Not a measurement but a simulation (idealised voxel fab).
Documented hereafter: the process module known as voxel spacer lines.
The cross-section shown here is cut; it is 225 nm wide and divided into square cells measuring 5 nm on a side.
Cross-section, as written here: a square-cell grid given band by band from the top down, where a band holds one or more rows of cells. This entry defines a band. It first specifies the height of the band's top and the height of its bottom in nm, and then specifies the band's materials from left to right, stating each material with its width in nm. The word "all across" identifies a single material that fills the band from edge to edge, while the word "blank" identifies empty space. Measure heights from 0. That's the level where, below it, the as-received wafer is all one material. The lowest band is bottomless and extends downward; write it as in "0 -> down". Width "30->40": first value at the band's top row of cells, second value at its bottom row, equal change from row to row. "nothing got changed" after a step means that no cell of the cross-section changed. Reported under the label "Closed voids list" are the empty spaces having no open way to the top and comprising 8 cells or more; the notation for each is width x height at distance, in which the distance is measured from the left edge and all three values are in nm. On a step's line, text after the settings is the simulator commenting on that step. overlay nm: where the mask lay relative to plan, measured to the right, on steps with a mask; negatives go left.

-- Steps in the process plan
1 op RECEIVE | material Si
2 op CONFORMAL_DEP | material Al2O3 | thk nm 5
3 op DIRECTIONAL_DEP | material W | thk nm 10
4 op DIRECTIONAL_DEP | material aC | thk nm 30
5 op PATTERN | tone cover | mask id MANDREL | material resist | width nm 25 | pitch nm 70 | thk nm 40 | overlay nm 0
6 op DIRECTIONAL_ETCH | etch materials aC | depth nm 30
7 op STRIP | etch materials resist
8 op CONFORMAL_DEP | material SiO2 | thk nm 10
9 op DIRECTIONAL_ETCH | etch materials SiO2 | depth nm 10
10 op STRIP | etch materials aC
11 op DIRECTIONAL_ETCH | etch materials W | depth nm 10
12 op STRIP | etch materials SiO2
13 op FILL_DEP | material SiO2 | thk nm 5
14 op CMP | height nm 15

-- What follows covers the first of two wafers; it ran as planned

-- Here's what the wafer looked like in cross-section when it arrived - that's after step 1
* 0 -> down: Si all across
* Closed voids list: none

-- Take a look at the wafer's cross-section after step 2
* 5 -> 0: Al2O3 all across
* No changes below 0.

-- Take a look at the wafer's cross-section after step 3
* 15 -> 5: W all across
* No changes below 5.

-- Take a look at the wafer's cross-section after step 4
* 45 -> 15: aC all across
* No changes below 15.

-- Take a look at the wafer's cross-section after step 5
* 85 -> 45: blank 30 nm  resist 25 nm  blank 45 nm  resist 25 nm  blank 45 nm  resist 25 nm  blank 30 nm
* No changes below 45.

-- Take a look at the wafer's cross-section after step 6
* 55 -> 45: blank 30 nm  resist 25 nm  blank 45 nm  resist 25 nm  blank 45 nm  resist 25 nm  blank 30 nm
* 45 -> 15: blank 30 nm  aC 25 nm  blank 45 nm  aC 25 nm  blank 45 nm  aC 25 nm  blank 30 nm
* No changes below 15.

-- Take a look at the wafer's cross-section after step 7
* 45 -> 15: blank 30 nm  aC 25 nm  blank 45 nm  aC 25 nm  blank 45 nm  aC 25 nm  blank 30 nm
* No changes below 15.

-- Take a look at the wafer's cross-section after step 8
* 55 -> 45: blank 20 nm  SiO2 45 nm  blank 25 nm  SiO2 45 nm  blank 25 nm  SiO2 45 nm  blank 20 nm
* 45 -> 25: blank 20 nm  SiO2 10 nm  aC 25 nm  SiO2 10 nm  blank 25 nm  SiO2 10 nm  aC 25 nm  SiO2 10 nm  blank 25 nm  SiO2 10 nm  aC 25 nm  SiO2 10 nm  blank 20 nm
* 25 -> 15: SiO2 30 nm  aC 25 nm  SiO2 45 nm  aC 25 nm  SiO2 45 nm  aC 25 nm  SiO2 30 nm
* No changes below 15.

-- Take a look at the wafer's cross-section after step 9
* 45 -> 15: blank 20 nm  SiO2 10 nm  aC 25 nm  SiO2 10 nm  blank 25 nm  SiO2 10 nm  aC 25 nm  SiO2 10 nm  blank 25 nm  SiO2 10 nm  aC 25 nm  SiO2 10 nm  blank 20 nm
* No changes below 15.

-- Take a look at the wafer's cross-section after step 10
* 45 -> 15: blank 20 nm  SiO2 10 nm  blank 25 nm  SiO2 10 nm  blank 25 nm  SiO2 10 nm  blank 25 nm  SiO2 10 nm  blank 25 nm  SiO2 10 nm  blank 25 nm  SiO2 10 nm  blank 20 nm
* No changes below 15.

-- Take a look at the wafer's cross-section after step 11
* 45 -> 15: blank 20 nm  SiO2 10 nm  blank 25 nm  SiO2 10 nm  blank 25 nm  SiO2 10 nm  blank 25 nm  SiO2 10 nm  blank 25 nm  SiO2 10 nm  blank 25 nm  SiO2 10 nm  blank 20 nm
* 15 -> 5: blank 20 nm  W 10 nm  blank 25 nm  W 10 nm  blank 25 nm  W 10 nm  blank 25 nm  W 10 nm  blank 25 nm  W 10 nm  blank 25 nm  W 10 nm  blank 20 nm
* No changes below 5.

-- Take a look at the wafer's cross-section after step 12
* 15 -> 5: blank 20 nm  W 10 nm  blank 25 nm  W 10 nm  blank 25 nm  W 10 nm  blank 25 nm  W 10 nm  blank 25 nm  W 10 nm  blank 25 nm  W 10 nm  blank 20 nm
* No changes below 5.

-- Take a look at the wafer's cross-section after step 13
* 20 -> 15: SiO2 all across
* 15 -> 5: SiO2 20 nm  W 10 nm  SiO2 25 nm  W 10 nm  SiO2 25 nm  W 10 nm  SiO2 25 nm  W 10 nm  SiO2 25 nm  W 10 nm  SiO2 25 nm  W 10 nm  SiO2 20 nm
* No changes below 5.

-- Take a look at the wafer's cross-section after step 14
* 15 -> 5: SiO2 20 nm  W 10 nm  SiO2 25 nm  W 10 nm  SiO2 25 nm  W 10 nm  SiO2 25 nm  W 10 nm  SiO2 25 nm  W 10 nm  SiO2 25 nm  W 10 nm  SiO2 20 nm
* No changes below 5.

-- Second wafer, same starting conditions and recipe as the first, one mistake in executing it, nothing differs from the first up to and including step 2

-- Second wafer shown in cross-section at the time step 3 was slated to end
* 35 -> 5: aC all across
* No changes below 5.

-- Second wafer shown in cross-section at the time step 4 was slated to end
* 45 -> 35: W all across
* No changes below 35.

-- Second wafer shown in cross-section at the time step 5 was slated to end
* 85 -> 45: blank 30 nm  resist 25 nm  blank 45 nm  resist 25 nm  blank 45 nm  resist 25 nm  blank 30 nm
* No changes below 45.

-- Second wafer shown in cross-section at the time step 6 was slated to end
* 55 -> 45: blank 30 nm  resist 25 nm  blank 45 nm  resist 25 nm  blank 45 nm  resist 25 nm  blank 30 nm
* No changes below 45.

-- Second wafer shown in cross-section at the time step 7 was slated to end
* 45 -> 35: W all across
* No changes below 35.

-- Second wafer shown in cross-section at the time step 8 was slated to end
* 55 -> 45: SiO2 all across
* No changes below 45.

-- Second wafer shown in cross-section at the time step 9 was slated to end
* 45 -> 35: W all across
* No changes below 35.

Second wafer shown in cross-section at the time step 10 was slated to end: nothing got changed

-- Second wafer shown in cross-section at the time step 11 was slated to end
* 35 -> 5: aC all across
* No changes below 5.

Second wafer shown in cross-section at the time step 12 was slated to end: nothing got changed

-- Second wafer shown in cross-section at the time step 13 was slated to end
* 40 -> 35: SiO2 all across
* No changes below 35.

-- Second wafer shown in cross-section at the time step 14 was slated to end
* 15 -> 5: aC all across
* No changes below 5.
Short version of what went wrong: it was found that steps 3 and 4 of the process plan had been performed in exchanged positions
Wrapping up, a cell-based count of both wafers puts the second over or under the first for these materials: -66 SiO2, -24 W, +90 aC
